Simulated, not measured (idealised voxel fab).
Process module, titled voxel gate over fins
Square cell edge 5 nm, section width 260 nm, ID cut.
This document writes a cross-section as a grid whose cells are square, and gives it as bands, listed from the top down; one or more rows of cells form a band. In this notation a band is specified by the heights of its top and bottom, in that order and in nm, after which its materials appear from left to right, each paired with its width in nm. The word "full width" attached to a single material means that material fills the band from edge to edge; the word "blank" stands for empty space. The reference from which all heights are counted is 0, the level beneath which the as-received wafer is entirely one material; the lowest band, having no lower bound, proceeds downward and is written after the example "z 0 and below". A width such as "30..40" changes by the same amount from each row of cells to the next, from the band's top row to its bottom row. Reading "everything unchanged" for a step: not a cell of the cross-section changed in it. Empty spaces without an open route to the top, at least 8 cells in extent, make up the entry "closed voids"; each is given as width x height at distance, where the distance is measured from the left edge, and all are in nm. Text after the settings on a step's line: the simulator's own remark on that step. overlay nm: where the mask lay relative to plan, measured to the right, on steps with a mask; negatives go left.

[The following list gives the planned process steps]
| 1 | RECEIVE [material Si] |
| 2 | CONFORMAL_DEP [material SiN] [thk nm 5] |
| 3 | PATTERN [tone cover] [mask id FINS] [material resist] [width nm 15] [pitch nm 60] [thk nm 20] [overlay nm 0] |
| 4 | DIRECTIONAL_ETCH [etch materials SiN] [depth nm 5] |
| 5 | DIRECTIONAL_ETCH [etch materials Si] [depth nm 40] |
| 6 | STRIP [etch materials resist] |
| 7 | OXIDIZE [depth nm 5] |
| 8 | FILL_DEP [material SiO2] [thk nm 10] |
| 9 | CMP [height nm 5] |
| 10 | PATTERN [tone open] [mask id RAIL] [material resist] [width nm 15] [thk nm 15] [overlay nm 0] |
| 11 | DIRECTIONAL_ETCH [etch materials SiO2] [depth nm 40] |
| 12 | STRIP [etch materials resist] |
| 13 | CONFORMAL_DEP [material TiN] [thk nm 5] |
| 14 | FILL_DEP [material Ru] [thk nm 5] |
| 15 | CMP [height nm 0] |
| 16 | SELECTIVE_ETCH [etch materials W Ru TiN] [depth nm 30] |
| 17 | FILL_DEP [material SiO2] [thk nm 5] |
| 18 | CMP [height nm 5] |
| 19 | SELECTIVE_ETCH [etch materials SiO2] [depth nm 20] |
| 20 | STRIP [etch materials SiN] |
| 21 | CONFORMAL_DEP [material HfO2] [thk nm 5] |
| 22 | CONFORMAL_DEP [material TiN] [thk nm 5] |
| 23 | CONFORMAL_DEP [material TiAl] [thk nm 5] |
| 24 | CONFORMAL_DEP [material TiN] [thk nm 5] |
| 25 | FILL_DEP [material W] [thk nm 15] |
| 26 | CMP [height nm 30] |
| 27 | CONFORMAL_DEP [material SiCN] [thk nm 10] |
Across this set of wafers, the varied parameter is the height nm of step 15. Starting conditions are identical for every wafer, and the plan reports the value assigned to the first wafer.

[First of several wafers (as received, post step 1), cross-sectional view]
  z 0 and below: Si full width
  closed voids: none

[Module finished, last step 27 done: cross-section of the first of several wafers]
  z 40 to 30: SiCN full width
  z 30 to 20: W full width
  z 20 to 15: 45 nm W / 45 nm TiN / 15 nm W / 45 nm TiN / 15 nm W / 45 nm TiN / 50 nm W
  z 15 to 10: 45 nm W / 5 nm TiN / 35 nm TiAl / 5 nm TiN / 15 nm W / 5 nm TiN / 35 nm TiAl / 5 nm TiN / 15 nm W / 5 nm TiN / 35 nm TiAl / 5 nm TiN / 50 nm W
  z 10 to 5: 45 nm W / 5 nm TiN / 5 nm TiAl / 25 nm TiN / 5 nm TiAl / 5 nm TiN / 15 nm W / 5 nm TiN / 5 nm TiAl / 25 nm TiN / 5 nm TiAl / 5 nm TiN / 15 nm W / 5 nm TiN / 5 nm TiAl / 25 nm TiN / 5 nm TiAl / 5 nm TiN / 50 nm W
  z 5 to 0: 50 nm TiN / 5 nm TiAl / 5 nm TiN / 15 nm HfO2 / 5 nm TiN / 5 nm TiAl / 25 nm TiN / 5 nm TiAl / 5 nm TiN / 15 nm HfO2 / 5 nm TiN / 5 nm TiAl / 25 nm TiN / 5 nm TiAl / 5 nm TiN / 15 nm HfO2 / 5 nm TiN / 5 nm TiAl / 55 nm TiN
  z 0 to -5: 55 nm TiAl / 5 nm TiN / 5 nm HfO2 / 5 nm Si / 5 nm HfO2 / 5 nm TiN / 35 nm TiAl / 5 nm TiN / 5 nm HfO2 / 5 nm Si / 5 nm HfO2 / 5 nm TiN / 35 nm TiAl / 5 nm TiN / 5 nm HfO2 / 5 nm Si / 5 nm HfO2 / 5 nm TiN / 60 nm TiAl
  z -5 to -10: 60 nm TiN / 5 nm HfO2 / 5 nm Si / 5 nm HfO2 / 45 nm TiN / 5 nm HfO2 / 5 nm Si / 5 nm HfO2 / 45 nm TiN / 5 nm HfO2 / 5 nm Si / 5 nm HfO2 / 65 nm TiN
  z -10 to -15: 65 nm HfO2 / 5 nm Si / 55 nm HfO2 / 5 nm Si / 55 nm HfO2 / 5 nm Si / 70 nm HfO2
  z -15 to -30: 65 nm SiO2 / 5 nm Si / 55 nm SiO2 / 5 nm Si / 55 nm SiO2 / 5 nm Si / 70 nm SiO2
  z -30 to -35: 65 nm SiO2 / 5 nm Si / 20 nm SiO2 / 15 nm TiN / 20 nm SiO2 / 5 nm Si / 55 nm SiO2 / 5 nm Si / 70 nm SiO2
  z -35 to -45: 65 nm SiO2 / 5 nm Si / 55 nm SiO2 / 5 nm Si / 55 nm SiO2 / 5 nm Si / 70 nm SiO2
  z -45 and below: Si full width
  closed voids: none

[End of module: cross-section, last of several wafers]
  z 40 to 30: SiCN full width
  z 30 to 20: W full width
  z 20 to 15: 45 nm W / 45 nm TiN / 15 nm W / 45 nm TiN / 15 nm W / 45 nm TiN / 50 nm W
  z 15 to 10: 45 nm W / 5 nm TiN / 35 nm TiAl / 5 nm TiN / 15 nm W / 5 nm TiN / 35 nm TiAl / 5 nm TiN / 15 nm W / 5 nm TiN / 35 nm TiAl / 5 nm TiN / 50 nm W
  z 10 to 5: 45 nm W / 5 nm TiN / 5 nm TiAl / 25 nm TiN / 5 nm TiAl / 5 nm TiN / 15 nm W / 5 nm TiN / 5 nm TiAl / 25 nm TiN / 5 nm TiAl / 5 nm TiN / 15 nm W / 5 nm TiN / 5 nm TiAl / 25 nm TiN / 5 nm TiAl / 5 nm TiN / 50 nm W
  z 5 to 0: 50 nm TiN / 5 nm TiAl / 5 nm TiN / 15 nm HfO2 / 5 nm TiN / 5 nm TiAl / 25 nm TiN / 5 nm TiAl / 5 nm TiN / 15 nm HfO2 / 5 nm TiN / 5 nm TiAl / 25 nm TiN / 5 nm TiAl / 5 nm TiN / 15 nm HfO2 / 5 nm TiN / 5 nm TiAl / 55 nm TiN
  z 0 to -5: 55 nm TiAl / 5 nm TiN / 5 nm HfO2 / 5 nm Si / 5 nm HfO2 / 5 nm TiN / 35 nm TiAl / 5 nm TiN / 5 nm HfO2 / 5 nm Si / 5 nm HfO2 / 5 nm TiN / 35 nm TiAl / 5 nm TiN / 5 nm HfO2 / 5 nm Si / 5 nm HfO2 / 5 nm TiN / 60 nm TiAl
  z -5 to -10: 60 nm TiN / 5 nm HfO2 / 5 nm Si / 5 nm HfO2 / 45 nm TiN / 5 nm HfO2 / 5 nm Si / 5 nm HfO2 / 45 nm TiN / 5 nm HfO2 / 5 nm Si / 5 nm HfO2 / 65 nm TiN
  z -10 to -15: 65 nm HfO2 / 5 nm Si / 55 nm HfO2 / 5 nm Si / 55 nm HfO2 / 5 nm Si / 70 nm HfO2
  z -15 to -30: 65 nm SiO2 / 5 nm Si / 20 nm SiO2 / 5 nm TiN / 5 nm Ru / 5 nm TiN / 20 nm SiO2 / 5 nm Si / 55 nm SiO2 / 5 nm Si / 70 nm SiO2
  z -30 to -35: 65 nm SiO2 / 5 nm Si / 20 nm SiO2 / 15 nm TiN / 20 nm SiO2 / 5 nm Si / 55 nm SiO2 / 5 nm Si / 70 nm SiO2
  z -35 to -45: 65 nm SiO2 / 5 nm Si / 55 nm SiO2 / 5 nm Si / 55 nm SiO2 / 5 nm Si / 70 nm SiO2
  z -45 and below: Si full width
  closed voids: none

[Here is how to read the rows: every wafer has a row, and it shows the wafer at the end of the module, giving for each material how many cells were gained (+) or lost (-) since the wafer was received, then listing its closed voids]
height nm 0 | +70 HfO2 | -441 Si | +104 SiCN | +291 SiO2 | +70 TiAl | +143 TiN | +179 W | closed voids: none
height nm 5 | +70 HfO2 | +1 Ru | -441 Si | +104 SiCN | +288 SiO2 | +70 TiAl | +145 TiN | +179 W | closed voids: none
height nm 10 | +70 HfO2 | +2 Ru | -441 Si | +104 SiCN | +285 SiO2 | +70 TiAl | +147 TiN | +179 W | closed voids: none
height nm 15 | +70 HfO2 | +3 Ru | -441 Si | +104 SiCN | +282 SiO2 | +70 TiAl | +149 TiN | +179 W | closed voids: none
